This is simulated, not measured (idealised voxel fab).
Process module name: voxel self aligned vias
Square cells of 5 nm make up the cross-section cut, whose width is 275 nm.
Heads up, the way a cross-section reads in here is a grid of square cells, handed over as bands from the top down, with every band being one or more rows of cells. What a band's entry tells you: where the top is and where the bottom is, as heights in nm, and after that what lies inside, material by material from left to right, each with its width in nm. Empty space is written as the word "blank", and a single material marked with the word "throughout" occupies the band from edge to edge. Note: height 0 marks the level under which the wafer is uniformly one material as received. Lowest band unbounded below, written "0 down". The two numbers in a width such as "30 to 40" mark its ends across the band: the first belongs to the top row of cells, the second to the bottom row, and from each row to the next the width moves by the same amount. The cross-section has no changed cell in any step marked "no modifications". Basically, "Closed void inventory" tells you about the enclosed voids: empty spaces with no open way to the top, 8 cells or bigger, each written width x height at distance, where distance is from the left edge, all in nm. Formally, on a step line, whatever follows the settings is a remark that the simulator itself makes on the step. On any step carrying a mask, the "overlay nm" setting, if present on the step's line, tells how far right of its planned place the mask lay; negative values point to the left.
Planned process steps
- 1: RECEIVE | material Si
- 2: CONFORMAL_DEP | material SiO2 | thk nm 15
- 3: CONFORMAL_DEP | material SiCN | thk nm 5
- 4: DIRECTIONAL_DEP | material SiO2 | thk nm 30
- 5: DIRECTIONAL_DEP | material aC | thk nm 15
- 6: PATTERN | tone open | mask id LINES | material resist | width nm 20 | pitch nm 65 | thk nm 35 | overlay nm 0
- 7: DIRECTIONAL_ETCH | etch materials aC | depth nm 15
- 8: STRIP | etch materials resist
- 9: DIRECTIONAL_ETCH | etch materials SiO2 | depth nm 30
- 10: STRIP | etch materials aC
- 11: CONFORMAL_DEP | material TiN | thk nm 5
- 12: FILL_DEP | material W | thk nm 5
- 13: CMP | height nm 50
- 14: SELECTIVE_ETCH | etch materials W Ru TiN | depth nm 5
- 15: FILL_DEP | material SiN | thk nm 10
- 16: CMP | height nm 50
- 17: DIRECTIONAL_DEP | material SiO2 | thk nm 15
- 18: DIRECTIONAL_DEP | material aC | thk nm 15
- 19: PATTERN | tone open | mask id VIAS | material resist | width nm 40 | pitch nm 130 | thk nm 35 | overlay nm 0
- 20: DIRECTIONAL_ETCH | etch materials aC | depth nm 15
- 21: STRIP | etch materials resist
- 22: DIRECTIONAL_ETCH | etch materials SiO2 | depth nm 15
- 23: DIRECTIONAL_ETCH | etch materials SiN | depth nm 5
- 24: STRIP | etch materials aC
- 25: CONFORMAL_DEP | material TiN | thk nm 5
- 26: FILL_DEP | material Cu | thk nm 5
- 27: CMP | height nm 65
- 28: CONFORMAL_DEP | material SiCN | thk nm 5
First wafer of two (run as planned)
Here's what the wafer looked like in cross-section when it arrived - that's after step 1
  0 down | Si throughout
  Closed void inventory: none
The wafer, seen in cross-section, after step 2
  15 to 0 | SiO2 throughout
  Unchanged below 0.
The wafer, seen in cross-section, after step 3
  20 to 15 | SiCN throughout
  Unchanged below 15.
The wafer, seen in cross-section, after step 4
  50 to 20 | SiO2 throughout
  Unchanged below 20.
The wafer, seen in cross-section, after step 5
  65 to 50 | aC throughout
  Unchanged below 50.
The wafer, seen in cross-section, after step 6
  100 to 65 | resist: 60 / blank: 20 / resist: 45 / blank: 20 / resist: 45 / blank: 20 / resist: 65
  Unchanged below 65.
The wafer, seen in cross-section, after step 7
  85 to 65 | resist: 60 / blank: 20 / resist: 45 / blank: 20 / resist: 45 / blank: 20 / resist: 65
  65 to 50 | aC: 60 / blank: 20 / aC: 45 / blank: 20 / aC: 45 / blank: 20 / aC: 65
  Unchanged below 50.
The wafer, seen in cross-section, after step 8
  65 to 50 | aC: 60 / blank: 20 / aC: 45 / blank: 20 / aC: 45 / blank: 20 / aC: 65
  Unchanged below 50.
The wafer, seen in cross-section, after step 9
  65 to 50 | aC: 60 / blank: 20 / aC: 45 / blank: 20 / aC: 45 / blank: 20 / aC: 65
  50 to 20 | SiO2: 60 / blank: 20 / SiO2: 45 / blank: 20 / SiO2: 45 / blank: 20 / SiO2: 65
  Unchanged below 20.
The wafer, seen in cross-section, after step 10
  50 to 20 | SiO2: 60 / blank: 20 / SiO2: 45 / blank: 20 / SiO2: 45 / blank: 20 / SiO2: 65
  Unchanged below 20.
The wafer, seen in cross-section, after step 11
  55 to 50 | TiN: 65 / blank: 10 / TiN: 55 / blank: 10 / TiN: 55 / blank: 10 / TiN: 70
  50 to 25 | SiO2: 60 / TiN: 5 / blank: 10 / TiN: 5 / SiO2: 45 / TiN: 5 / blank: 10 / TiN: 5 / SiO2: 45 / TiN: 5 / blank: 10 / TiN: 5 / SiO2: 65
  25 to 20 | SiO2: 60 / TiN: 20 / SiO2: 45 / TiN: 20 / SiO2: 45 / TiN: 20 / SiO2: 65
  Unchanged below 20.
The wafer, seen in cross-section, after step 12
  60 to 55 | W throughout
  55 to 50 | TiN: 65 / W: 10 / TiN: 55 / W: 10 / TiN: 55 / W: 10 / TiN: 70
  50 to 25 | SiO2: 60 / TiN: 5 / W: 10 / TiN: 5 / SiO2: 45 / TiN: 5 / W: 10 / TiN: 5 / SiO2: 45 / TiN: 5 / W: 10 / TiN: 5 / SiO2: 65
  Unchanged below 25.
The wafer, seen in cross-section, after step 13
  50 to 25 | SiO2: 60 / TiN: 5 / W: 10 / TiN: 5 / SiO2: 45 / TiN: 5 / W: 10 / TiN: 5 / SiO2: 45 / TiN: 5 / W: 10 / TiN: 5 / SiO2: 65
  Unchanged below 25.
The wafer, seen in cross-section, after step 14
  50 to 45 | SiO2: 60 / blank: 20 / SiO2: 45 / blank: 20 / SiO2: 45 / blank: 20 / SiO2: 65
  Unchanged below 45.
The wafer, seen in cross-section, after step 15
  60 to 50 | SiN throughout
  50 to 45 | SiO2: 60 / SiN: 20 / SiO2: 45 / SiN: 20 / SiO2: 45 / SiN: 20 / SiO2: 65
  Unchanged below 45.
The wafer, seen in cross-section, after step 16
  50 to 45 | SiO2: 60 / SiN: 20 / SiO2: 45 / SiN: 20 / SiO2: 45 / SiN: 20 / SiO2: 65
  Unchanged below 45.
The wafer, seen in cross-section, after step 17
  65 to 50 | SiO2 throughout
  Unchanged below 50.
The wafer, seen in cross-section, after step 18
  80 to 65 | aC throughout
  Unchanged below 65.
The wafer, seen in cross-section, after step 19
  115 to 80 | resist: 50 / blank: 40 / resist: 90 / blank: 40 / resist: 55
  Unchanged below 80.
The wafer, seen in cross-section, after step 20
  100 to 80 | resist: 50 / blank: 40 / resist: 90 / blank: 40 / resist: 55
  80 to 65 | aC: 50 / blank: 40 / aC: 90 / blank: 40 / aC: 55
  Unchanged below 65.
The wafer, seen in cross-section, after step 21
  80 to 65 | aC: 50 / blank: 40 / aC: 90 / blank: 40 / aC: 55
  Unchanged below 65.
The wafer, seen in cross-section, after step 22
  80 to 65 | aC: 50 / blank: 40 / aC: 90 / blank: 40 / aC: 55
  65 to 50 | SiO2: 50 / blank: 40 / SiO2: 90 / blank: 40 / SiO2: 55
  Unchanged below 50.
The wafer, seen in cross-section, after step 23
  80 to 65 | aC: 50 / blank: 40 / aC: 90 / blank: 40 / aC: 55
  65 to 50 | SiO2: 50 / blank: 40 / SiO2: 90 / blank: 40 / SiO2: 55
  50 to 45 | SiO2: 60 / blank: 20 / SiO2: 45 / SiN: 20 / SiO2: 45 / blank: 20 / SiO2: 65
  Unchanged below 45.
The wafer, seen in cross-section, after step 24
  65 to 50 | SiO2: 50 / blank: 40 / SiO2: 90 / blank: 40 / SiO2: 55
  Unchanged below 50.
The wafer, seen in cross-section, after step 25
  70 to 65 | TiN: 55 / blank: 30 / TiN: 100 / blank: 30 / TiN: 60
  65 to 55 | SiO2: 50 / TiN: 5 / blank: 30 / TiN: 5 / SiO2: 90 / TiN: 5 / blank: 30 / TiN: 5 / SiO2: 55
  55 to 50 | SiO2: 50 / TiN: 15 / blank: 10 / TiN: 15 / SiO2: 90 / TiN: 15 / blank: 10 / TiN: 15 / SiO2: 55
  50 to 45 | SiO2: 60 / TiN: 20 / SiO2: 45 / SiN: 20 / SiO2: 45 / TiN: 20 / SiO2: 65
  Unchanged below 45.
The wafer, seen in cross-section, after step 26
  75 to 70 | Cu throughout
  70 to 65 | TiN: 55 / Cu: 30 / TiN: 100 / Cu: 30 / TiN: 60
  65 to 55 | SiO2: 50 / TiN: 5 / Cu: 30 / TiN: 5 / SiO2: 90 / TiN: 5 / Cu: 30 / TiN: 5 / SiO2: 55
  55 to 50 | SiO2: 50 / TiN: 15 / Cu: 10 / TiN: 15 / SiO2: 90 / TiN: 15 / Cu: 10 / TiN: 15 / SiO2: 55
  Unchanged below 50.
The wafer, seen in cross-section, after step 27
  65 to 55 | SiO2: 50 / TiN: 5 / Cu: 30 / TiN: 5 / SiO2: 90 / TiN: 5 / Cu: 30 / TiN: 5 / SiO2: 55
  Unchanged below 55.
The wafer, seen in cross-section, after step 28
  70 to 65 | SiCN throughout
  Unchanged below 65.
Wafer two of two - same starting point, same process plan, one mistake in execution; matches wafer one up to and including step 13
Second wafer, cross-section, planned end of step 14
  50 to 45 | blank: 60 / TiN: 5 / W: 10 / TiN: 5 / blank: 45 / TiN: 5 / W: 10 / TiN: 5 / blank: 45 / TiN: 5 / W: 10 / TiN: 5 / blank: 65
  Unchanged below 45.
Second wafer, cross-section, planned end of step 15
  60 to 50 | SiN throughout
  50 to 45 | SiN: 60 / TiN: 5 / W: 10 / TiN: 5 / SiN: 45 / TiN: 5 / W: 10 / TiN: 5 / SiN: 45 / TiN: 5 / W: 10 / TiN: 5 / SiN: 65
  Unchanged below 45.
Second wafer, cross-section, planned end of step 16
  50 to 45 | SiN: 60 / TiN: 5 / W: 10 / TiN: 5 / SiN: 45 / TiN: 5 / W: 10 / TiN: 5 / SiN: 45 / TiN: 5 / W: 10 / TiN: 5 / SiN: 65
  Unchanged below 45.
Second wafer, cross-section, planned end of step 17
  65 to 50 | SiO2 throughout
  Unchanged below 50.
Second wafer, cross-section, planned end of step 18
  80 to 65 | aC throughout
  Unchanged below 65.
Second wafer, cross-section, planned end of step 19
  115 to 80 | resist: 50 / blank: 40 / resist: 90 / blank: 40 / resist: 55
  Unchanged below 80.
Second wafer, cross-section, planned end of step 20
  100 to 80 | resist: 50 / blank: 40 / resist: 90 / blank: 40 / resist: 55
  80 to 65 | aC: 50 / blank: 40 / aC: 90 / blank: 40 / aC: 55
  Unchanged below 65.
Second wafer, cross-section, planned end of step 21
  80 to 65 | aC: 50 / blank: 40 / aC: 90 / blank: 40 / aC: 55
  Unchanged below 65.
Second wafer, cross-section, planned end of step 22
  80 to 65 | aC: 50 / blank: 40 / aC: 90 / blank: 40 / aC: 55
  65 to 50 | SiO2: 50 / blank: 40 / SiO2: 90 / blank: 40 / SiO2: 55
  Unchanged below 50.
Second wafer, cross-section, planned end of step 23
  80 to 65 | aC: 50 / blank: 40 / aC: 90 / blank: 40 / aC: 55
  65 to 50 | SiO2: 50 / blank: 40 / SiO2: 90 / blank: 40 / SiO2: 55
  50 to 45 | SiN: 50 / blank: 10 / TiN: 5 / W: 10 / TiN: 5 / blank: 10 / SiN: 35 / TiN: 5 / W: 10 / TiN: 5 / SiN: 35 / blank: 10 / TiN: 5 / W: 10 / TiN: 5 / blank: 10 / SiN: 55
  Unchanged below 45.
Second wafer, cross-section, planned end of step 24
  65 to 50 | SiO2: 50 / blank: 40 / SiO2: 90 / blank: 40 / SiO2: 55
  Unchanged below 50.
Second wafer, cross-section, planned end of step 25
  70 to 65 | TiN: 55 / blank: 30 / TiN: 100 / blank: 30 / TiN: 60
  65 to 55 | SiO2: 50 / TiN: 5 / blank: 30 / TiN: 5 / SiO2: 90 / TiN: 5 / blank: 30 / TiN: 5 / SiO2: 55
  55 to 50 | SiO2: 50 / TiN: 40 / SiO2: 90 / TiN: 40 / SiO2: 55
  50 to 45 | SiN: 50 / TiN: 15 / W: 10 / TiN: 15 / SiN: 35 / TiN: 5 / W: 10 / TiN: 5 / SiN: 35 / TiN: 15 / W: 10 / TiN: 15 / SiN: 55
  Unchanged below 45.
Second wafer, cross-section, planned end of step 26
  75 to 70 | Cu throughout
  70 to 65 | TiN: 55 / Cu: 30 / TiN: 100 / Cu: 30 / TiN: 60
  65 to 55 | SiO2: 50 / TiN: 5 / Cu: 30 / TiN: 5 / SiO2: 90 / TiN: 5 / Cu: 30 / TiN: 5 / SiO2: 55
  Unchanged below 55.
Second wafer, cross-section, planned end of step 27
  65 to 55 | SiO2: 50 / TiN: 5 / Cu: 30 / TiN: 5 / SiO2: 90 / TiN: 5 / Cu: 30 / TiN: 5 / SiO2: 55
  Unchanged below 55.
Second wafer, cross-section, planned end of step 28
  70 to 65 | SiCN throughout
  Unchanged below 65.
The plan and the run diverged here: step 14 was not run as planned; what actually ran was SELECTIVE_ETCH | etch materials SiO2 | depth nm 5
Final comparison by cell count, materials where the second wafer has more or fewer than the first: Cu: 4 fewer, SiN: 31 more, SiO2: 43 fewer, TiN: 10 more, W: 6 more
